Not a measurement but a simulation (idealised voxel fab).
Process module in this document: voxel self aligned vias
240 nm wide, 5 nm square cells: that's cross-section cut.
In what follows, cross-sections appear as grids of square cells, described through bands that run from the top down, where every band is one or more rows of cells.
The entry gives the band's vertical extent as a top height and a bottom height in nm, then its horizontal make-up as materials from left to right, each with a width in nm. "blank" stands for empty space; a single material marked "everywhere" fills the band edge to edge.
Ref level 0: as-received wafer is one material below here. Bottom band extends down with no lower bound ("0..down").
The expression "30->40" gives the width at the extremes of the band, the first number at its top row of cells and the second at its bottom row, with the width changing by equal amounts from each row to the next in between.
Where the words "no modifications" appear for a step, the cross-section shows no cell changed by that step; every cell remained as before.
Listed in "Unvented internal voids": every empty space of 8 or more cells without an open way to the top. Form: width x height at distance, the distance being from the left edge, all in nm.
That trailing text on a step's line, after the settings, is the simulator's own remark on the step.
Steps that use a mask can have "overlay nm" on their line. It says how far the mask sat to the right of where it was meant to be. Negative means to the left.

Steps in the process plan:
1,RECEIVE (material Si)
2,CONFORMAL_DEP (material SiO2; thk nm 15)
3,CONFORMAL_DEP (material SiCN; thk nm 5)
4,DIRECTIONAL_DEP (material lowk; thk nm 25)
5,DIRECTIONAL_DEP (material aC; thk nm 15)
6,PATTERN (tone open; mask id LINES; material resist; width nm 25; pitch nm 65; thk nm 35; overlay nm 0)
7,DIRECTIONAL_ETCH (etch materials aC; depth nm 15)
8,STRIP (etch materials resist)
9,DIRECTIONAL_ETCH (etch materials lowk; depth nm 25)
10,STRIP (etch materials aC)
11,CONFORMAL_DEP (material TiN; thk nm 5)
12,FILL_DEP (material W; thk nm 5)
13,CMP (height nm 45)
14,SELECTIVE_ETCH (etch materials W Ru TiN; depth nm 10)
15,FILL_DEP (material SiN; thk nm 5)
16,CMP (height nm 45)
17,DIRECTIONAL_DEP (material lowk; thk nm 15)
18,MASKED_ETCH (tone open; mask id VIAS; width nm 35; pitch nm 130; etch materials lowk; depth nm 15; overlay nm 0)
19,MASKED_ETCH (tone open; mask id VIAS; width nm 35; pitch nm 130; etch materials SiN; depth nm 10; overlay nm 0)
20,CONFORMAL_DEP (material TiN; thk nm 5)
21,FILL_DEP (material Cu; thk nm 5)
22,CMP (height nm 60)
23,CONFORMAL_DEP (material SiCN; thk nm 5)

Cross-section of the wafer upon arrival, representing the state reached after step 1:
	0..down | Si everywhere
	Unvented internal voids: none

The first of the two wafers as seen in cross-section once the module was finished; processing followed the plan:
	65..60 | SiCN everywhere
	60..50 | lowk 35 nm; TiN 5 nm; Cu 25 nm; TiN 5 nm; lowk 95 nm; TiN 5 nm; Cu 25 nm; TiN 5 nm; lowk 40 nm
	50..45 | lowk 35 nm; TiN 10 nm; Cu 15 nm; TiN 10 nm; lowk 95 nm; TiN 10 nm; Cu 15 nm; TiN 10 nm; lowk 40 nm
	45..40 | lowk 40 nm; TiN 5 nm; Cu 15 nm; TiN 5 nm; lowk 40 nm; SiN 25 nm; lowk 40 nm; TiN 5 nm; Cu 15 nm; TiN 5 nm; lowk 45 nm
	40..35 | lowk 40 nm; TiN 25 nm; lowk 40 nm; SiN 25 nm; lowk 40 nm; TiN 25 nm; lowk 45 nm
	35..25 | lowk 40 nm; TiN 5 nm; W 15 nm; TiN 5 nm; lowk 40 nm; TiN 5 nm; W 15 nm; TiN 5 nm; lowk 40 nm; TiN 5 nm; W 15 nm; TiN 5 nm; lowk 45 nm
	25..20 | lowk 40 nm; TiN 25 nm; lowk 40 nm; TiN 25 nm; lowk 40 nm; TiN 25 nm; lowk 45 nm
	20..15 | SiCN everywhere
	15..0 | SiO2 everywhere
	0..down | Si everywhere
	Unvented internal voids: none

End-of-module cross-section of the second wafer: identical starting point and process plan to the first, with one processing mistake:
	65..60 | SiCN everywhere
	60..50 | lowk 30 nm; TiN 5 nm; Cu 35 nm; TiN 5 nm; lowk 85 nm; TiN 5 nm; Cu 35 nm; TiN 5 nm; lowk 35 nm
	50..45 | lowk 30 nm; TiN 15 nm; Cu 15 nm; TiN 15 nm; lowk 85 nm; TiN 15 nm; Cu 15 nm; TiN 15 nm; lowk 35 nm
	45..40 | lowk 40 nm; TiN 5 nm; Cu 15 nm; TiN 5 nm; lowk 40 nm; SiN 25 nm; lowk 40 nm; TiN 5 nm; Cu 15 nm; TiN 5 nm; lowk 45 nm
	40..35 | lowk 40 nm; TiN 25 nm; lowk 40 nm; SiN 25 nm; lowk 40 nm; TiN 25 nm; lowk 45 nm
	35..25 | lowk 40 nm; TiN 5 nm; W 15 nm; TiN 5 nm; lowk 40 nm; TiN 5 nm; W 15 nm; TiN 5 nm; lowk 40 nm; TiN 5 nm; W 15 nm; TiN 5 nm; lowk 45 nm
	25..20 | lowk 40 nm; TiN 25 nm; lowk 40 nm; TiN 25 nm; lowk 40 nm; TiN 25 nm; lowk 45 nm
	20..15 | SiCN everywhere
	15..0 | SiO2 everywhere
	0..down | Si everywhere
	Unvented internal voids: none
Plan not followed: step 18 changed vs plan, executed as MASKED_ETCH (tone open; mask id VIAS; width nm 45; pitch nm 130; etch materials lowk; depth nm 15; overlay nm 0)
Final difference in cells, second wafer against first, listed per material as more or fewer: 8 more of Cu | 4 more of TiN | 12 fewer of lowk
